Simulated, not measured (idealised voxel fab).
voxel local oxidation: a process module
Square cell edge 5 nm, section width 285 nm, ID cut.
Think of the cross-section as a grid of square cells. We describe it in bands, top to bottom, and each band covers one or more rows of those cells.
In this notation a band is specified by the heights of its top and bottom, in that order and in nm, after which its materials appear from left to right, each paired with its width in nm. The word "all across" attached to a single material means that material fills the band from edge to edge; the word "empty" stands for empty space.
Below 0: as-received wafer, all one material; heights counted from there. Lowest band: no bottom, goes on down, written "0 -> down".
The notation "30..40" denotes a width that varies across the rows of cells in the band, beginning at the first number in the top row, finishing at the second number in the bottom row, and changing by an identical amount from each row to the next.
What does "remained the same" mean for a step? It means no cell of the cross-section changed in that step.
Empty spaces without an open route to the top, at least 8 cells in extent, make up the entry "Completely enclosed voids"; each is given as width x height at distance, where the distance is measured from the left edge, and all are in nm.
Note: text after step settings on the step line = simulator remark on that step.
A step's line can hold "overlay nm"; with a mask on that step, the setting says how far right of the planned place the mask lay, while a negative setting says it lay to the left.
**The steps planned for the process are as follows**
- 1: RECEIVE (material Si)
- 2: CONFORMAL_DEP (material SiO2; thk nm 5)
- 3: CONFORMAL_DEP (material SiN; thk nm 10)
- 4: MASKED_ETCH (tone cover; mask id ACTIVE; width nm 110; etch materials SiN; depth nm 10; overlay nm 0)
- 5: SELECTIVE_ETCH (etch materials SiO2; depth nm 5)
- 6: OXIDIZE (depth nm 15)
- 7: STRIP (etch materials SiN)
**Below: the first of two wafers, run as planned**
**Step 1 complete: cross-section of the wafer as received**
> 0 -> down | Si all across
> Completely enclosed voids: none
**So this is the wafer cross-section right after step 2**
> 5 -> 0 | SiO2 all across
> Unchanged below 0.
**So this is the wafer cross-section right after step 3**
> 15 -> 5 | SiN all across
> Unchanged below 5.
**So this is the wafer cross-section right after step 4**
> 15 -> 5 | empty 85  SiN 110  empty 90
> Unchanged below 5.
**So this is the wafer cross-section right after step 5**
> 15 -> 5 | empty 85  SiN 110  empty 90
> 5 -> 0 | empty 90  SiO2 100  empty 95
> Unchanged below 0.
**So this is the wafer cross-section right after step 6**
> 15 -> 5 | empty 85  SiN 110  empty 90
> 5 -> 0 | empty 90  SiO2 100  empty 95
> 0 -> -15 | SiO2 105  Si 70  SiO2 110
> Unchanged below -15.
**So this is the wafer cross-section right after step 7**
> 5 -> 0 | empty 90  SiO2 100  empty 95
> Unchanged below 0.
**Second wafer - shared start and plan with the first - one error in running - same as the first up to step 5 inclusive**
**Cross-section of the second wafer when, according to plan, step 6 should have finished**
> 15 -> 5 | empty 85  SiN 110  empty 90
> 5 -> 0 | empty 90  SiO2 100  empty 95
> 0 -> -5 | SiO2 95  Si 90  SiO2 100
> Unchanged below -5.
**Cross-section of the second wafer when, according to plan, step 7 should have finished**
> 5 -> 0 | empty 90  SiO2 100  empty 95
> Unchanged below 0.
It is concluded that the wafer was processed incorrectly with respect to the plan, in that note that step 6 departed from the planned setting and was carried out as OXIDIZE (depth nm 5)
Wrapping up, a cell-based count of both wafers puts the second over or under the first for these materials: +90 Si, -90 SiO2
